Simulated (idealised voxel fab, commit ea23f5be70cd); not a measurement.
process module | voxel self aligned contacts
cross-section cut | 245 nm wide | cells 5 nm
A cross-section is a grid of square cells, given in bands from the top down. A band is one or more rows of cells.
Each band's line starts with the height of the band's top and of its bottom, in nm. Then come its materials from left to right, each with its width in nm. One material with "throughout" fills the band from edge to edge. "air" is empty space.
Height 0 is the level under which the wafer as received is all one material. The lowest band goes on downwards, as in "0 down".
A width such as "30 to 40" changes by the same amount from each row of cells to the next, from the band's top row to its bottom row.
"no change" after a step means that no cell of the cross-section changed.
closed voids: empty space of 8 cells or more with no open way to the top, each as width x height at its distance from the left edge, in nm
after a step's settings: what the simulator itself notes on the step
overlay nm, on a step with a mask: how far to the right of its planned place the mask lay; to the left if negative
plan
1 op RECEIVE | material Si
2 op CONFORMAL_DEP | material SiO2 | thk nm 5
3 op DIRECTIONAL_DEP | material polySi | thk nm 20
4 op DIRECTIONAL_DEP | material SiN | thk nm 20
5 op DIRECTIONAL_DEP | material aC | thk nm 10
6 op PATTERN | tone cover | mask id GATE | material resist | width nm 25 | pitch nm 55 | thk nm 25 | overlay nm 0
7 op DIRECTIONAL_ETCH | etch materials aC | depth nm 10
8 op STRIP | etch materials resist
9 op DIRECTIONAL_ETCH | etch materials SiN | depth nm 20
10 op DIRECTIONAL_ETCH | etch materials polySi | depth nm 20
11 op STRIP | etch materials aC
12 op CONFORMAL_DEP | material SiN | thk nm 5
13 op DIRECTIONAL_ETCH | etch materials SiN | depth nm 5
14 op FILL_DEP | material SiO2 | thk nm 15
15 op CMP | height nm 55
16 op MASKED_ETCH | tone open | mask id CONTACT | width nm 40 | pitch nm 55 | etch materials SiO2 | depth nm 55 | overlay nm 0
17 op CONFORMAL_DEP | material TiN | thk nm 5
18 op FILL_DEP | material Ru | thk nm 5
19 op CMP | height nm 55
20 op CONFORMAL_DEP | material SiCN | thk nm 5
as received, after step 1
  0 down: Si throughout
  closed voids: none
a wafer at the end: this start, this plan, one mistake
  60 to 45: SiCN throughout
  45 to 25: SiCN 50 | SiN 35 | SiCN 20 | SiN 35 | SiCN 20 | SiN 35 | SiCN 50
  25 to 5: SiCN 50 | SiN 5 | polySi 25 | SiN 5 | SiCN 20 | SiN 5 | polySi 25 | SiN 5 | SiCN 20 | SiN 5 | polySi 25 | SiN 5 | SiCN 50
  5 to 0: SiO2 throughout
  0 down: Si throughout
  closed voids: none
what went wrong: step 14 ran as: op FILL_DEP | material SiCN | thk nm 15
